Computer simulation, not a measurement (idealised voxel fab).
Process module in this document: voxel fin reveal
The cross-section shown here is cut; it is 275 nm wide and divided into square cells measuring 5 nm on a side.
Cross-section = grid of square cells, listed top down in bands; band = one or more rows.
Top height, bottom height, nm. Materials left to right, width each, nm. Single material + "edge to edge" = fills band edge to edge. "air" = empty.
The level at which height equals 0 is the one under which the wafer, as it arrives, is entirely one material. No lower edge exists for the bottom band, which continues downward and is notated as in "0 down".
With a width like "30 to 40", each row of cells in the band differs from the next by the same amount, the top row carrying the first number and the bottom row the second.
Step marked "changes: none"? Then no cell in the cross-section changed in it.
"closed voids" specifies each empty space that is not open to the top and that occupies no fewer than 8 cells, using the form width x height at distance, the distance measured from the left edge and all three quantities in nm.
Post-settings text on a step line: simulator's own remark regarding the step.
overlay nm: on a step with a mask, how far right of its planned place the mask lay; negative means left.
[List of planned process steps]
1,RECEIVE: material Si
2,CONFORMAL_DEP: material SiN, thk nm 10
3,MASKED_ETCH: tone cover, mask id FINS, width nm 15, pitch nm 40, etch materials SiN, depth nm 10, overlay nm 0
4,MASKED_ETCH: tone cover, mask id FINS, width nm 15, pitch nm 40, etch materials Si, depth nm 30, overlay nm 0
5,FILL_DEP: material SiO2, thk nm 15
6,CMP: height nm 10
7,SELECTIVE_ETCH: etch materials SiO2, depth nm 20
8,STRIP: etch materials SiN
[Of two wafers, the first: run according to plan]
[Cross-section, incoming material, after step 1]
- 0 down = Si edge to edge
- closed voids: none
[You're looking at a cross-section of the wafer after step 2]
- 10 to 0 = SiN edge to edge
- No changes below 0.
[You're looking at a cross-section of the wafer after step 3]
- 10 to 0 = 70 of air, 15 of SiN, 25 of air, 15 of SiN, 25 of air, 15 of SiN, 25 of air, 15 of SiN, 70 of air
- No changes below 0.
[You're looking at a cross-section of the wafer after step 4]
- 10 to 0 = 70 of air, 15 of SiN, 25 of air, 15 of SiN, 25 of air, 15 of SiN, 25 of air, 15 of SiN, 70 of air
- 0 to -30 = 70 of air, 15 of Si, 25 of air, 15 of Si, 25 of air, 15 of Si, 25 of air, 15 of Si, 70 of air
- No changes below -30.
[You're looking at a cross-section of the wafer after step 5]
- 25 to 10 = SiO2 edge to edge
- 10 to 0 = 70 of SiO2, 15 of SiN, 25 of SiO2, 15 of SiN, 25 of SiO2, 15 of SiN, 25 of SiO2, 15 of SiN, 70 of SiO2
- 0 to -30 = 70 of SiO2, 15 of Si, 25 of SiO2, 15 of Si, 25 of SiO2, 15 of Si, 25 of SiO2, 15 of Si, 70 of SiO2
- No changes below -30.
[You're looking at a cross-section of the wafer after step 6]
- 10 to 0 = 70 of SiO2, 15 of SiN, 25 of SiO2, 15 of SiN, 25 of SiO2, 15 of SiN, 25 of SiO2, 15 of SiN, 70 of SiO2
- No changes below 0.
[You're looking at a cross-section of the wafer after step 7]
- 10 to 0 = 70 of air, 15 of SiN, 25 of air, 15 of SiN, 25 of air, 15 of SiN, 25 of air, 15 of SiN, 70 of air
- 0 to -10 = 70 of air, 15 of Si, 25 of air, 15 of Si, 25 of air, 15 of Si, 25 of air, 15 of Si, 70 of air
- No changes below -10.
[You're looking at a cross-section of the wafer after step 8]
- 0 to -10 = 70 of air, 15 of Si, 25 of air, 15 of Si, 25 of air, 15 of Si, 25 of air, 15 of Si, 70 of air
- No changes below -10.
[The Second Wafer: Common Origin and Plan, One Mistake in Execution, Identical to the First Through Step 5]
Cross-section of the second wafer at the time by which step 6 should have been completed according to the plan: changes: none
[Cross-section of the second wafer at the time by which step 7 should have been completed according to the plan]
- 10 to 5 = 70 of air, 15 of SiN, 25 of air, 15 of SiN, 25 of air, 15 of SiN, 25 of air, 15 of SiN, 70 of air
- No changes below 5.
[Cross-section of the second wafer at the time by which step 8 should have been completed according to the plan]
- 5 to 0 = 70 of SiO2, 15 of air, 25 of SiO2, 15 of air, 25 of SiO2, 15 of air, 25 of SiO2, 15 of air, 70 of SiO2
- No changes below 0.
In executing the process, a mistake was made relative to the plan: heads up, step 6 of the plan was skipped and never actually ran
FYI, end of process, the second wafer has more or fewer cells of some materials than the first: SiO2 +129
